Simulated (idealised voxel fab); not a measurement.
process module | voxel wiring stack
cross-section cut | 165 nm wide | cells 5 nm
A cross-section is a grid of square cells, given in bands from the top down. A band is one or more rows of cells.
Each band's line starts with the height of the band's top and of its bottom, in nm. Then come its materials from left to right, each with its width in nm. One material with "throughout" fills the band from edge to edge. "air" is empty space.
Height 0 is the level under which the wafer as received is all one material. The lowest band goes on downwards, as in "0 down".
A width such as "30 to 40" changes by the same amount from each row of cells to the next, from the band's top row to its bottom row.
"no change" after a step means that no cell of the cross-section changed.
closed voids: empty space of 8 cells or more with no open way to the top, each as width x height at its distance from the left edge, in nm
after a step's settings: what the simulator itself notes on the step
overlay nm, on a step with a mask: how far to the right of its planned place the mask lay; to the left if negative
plan
1 op RECEIVE | material Si
2 op CONFORMAL_DEP | material SiO2 | thk nm 15
3 op CONFORMAL_DEP | material SiCN | thk nm 5
4 op DIRECTIONAL_DEP | material lowk | thk nm 25
5 op DIRECTIONAL_DEP | material aC | thk nm 10
6 op PATTERN | tone open | mask id METAL_1 | material resist | width nm 25 | pitch nm 40 | thk nm 25 | overlay nm 0
7 op DIRECTIONAL_ETCH | etch materials aC | depth nm 10
8 op STRIP | etch materials resist
9 op DIRECTIONAL_ETCH | etch materials lowk | depth nm 25
10 op DIRECTIONAL_ETCH | etch materials SiCN | depth nm 5
11 op STRIP | etch materials aC
12 op CONFORMAL_DEP | material TiN | thk nm 5
13 op FILL_DEP | material Cu | thk nm 10
14 op CMP | height nm 45
15 op CONFORMAL_DEP | material SiCN | thk nm 5
16 op DIRECTIONAL_DEP | material SiO2 | thk nm 20
17 op PATTERN | tone open | mask id PLUG_1 | material resist | width nm 15 | pitch nm 40 | thk nm 15 | overlay nm 0
18 op DIRECTIONAL_ETCH | etch materials SiO2 | depth nm 20
19 op DIRECTIONAL_ETCH | etch materials SiCN | depth nm 5
20 op STRIP | etch materials resist
21 op EPI | material Ru | thk nm 10
22 op EPI | material Ru | thk nm 10
23 op EPI | material Ru | thk nm 5
24 op CONFORMAL_DEP | material SiCN | thk nm 5
25 op DIRECTIONAL_DEP | material SiO2 | thk nm 20
26 op DIRECTIONAL_DEP | material aC | thk nm 10
27 op PATTERN | tone open | mask id METAL_2 | material resist | width nm 25 | pitch nm 40 | thk nm 25 | overlay nm 0
28 op DIRECTIONAL_ETCH | etch materials aC | depth nm 10
29 op STRIP | etch materials resist
30 op DIRECTIONAL_ETCH | etch materials SiO2 | depth nm 20
31 op DIRECTIONAL_ETCH | etch materials SiCN | depth nm 5
32 op STRIP | etch materials aC
33 op CONFORMAL_DEP | material TiN | thk nm 5
34 op FILL_DEP | material W | thk nm 10
35 op CMP | height nm 95
36 op CONFORMAL_DEP | material SiN | thk nm 5
as received, after step 1
  0 down: Si throughout
  closed voids: none
a wafer at the end: this start, this plan, one mistake
  100 to 95: SiN throughout
  95 to 75: SiO2 30 | TiN 5 | W 15 | TiN 5 | SiO2 15 | TiN 5 | W 15 | TiN 5 | SiO2 15 | TiN 5 | W 15 | TiN 5 | SiO2 30
  75 to 70: SiCN 30 | TiN 25 | SiCN 15 | TiN 25 | SiCN 15 | TiN 25 | SiCN 30
  70 to 50: SiO2 25 | Ru 25 | SiO2 15 | Ru 25 | SiO2 15 | Ru 25 | SiO2 35
  50 to 45: SiCN 25 | Ru 25 | SiCN 15 | Ru 25 | SiCN 15 | Ru 25 | SiCN 35
  45 to 20: lowk 30 | TiN 5 | Cu 15 | TiN 5 | lowk 15 | TiN 5 | Cu 15 | TiN 5 | lowk 15 | TiN 5 | Cu 15 | TiN 5 | lowk 30
  20 to 15: SiCN 30 | TiN 25 | SiCN 15 | TiN 25 | SiCN 15 | TiN 25 | SiCN 30
  15 to 0: SiO2 throughout
  0 down: Si throughout
  closed voids: none
what went wrong: step 17 ran as: op PATTERN | tone open | mask id PLUG_1 | material resist | width nm 25 | pitch nm 40 | thk nm 15 | overlay nm 0
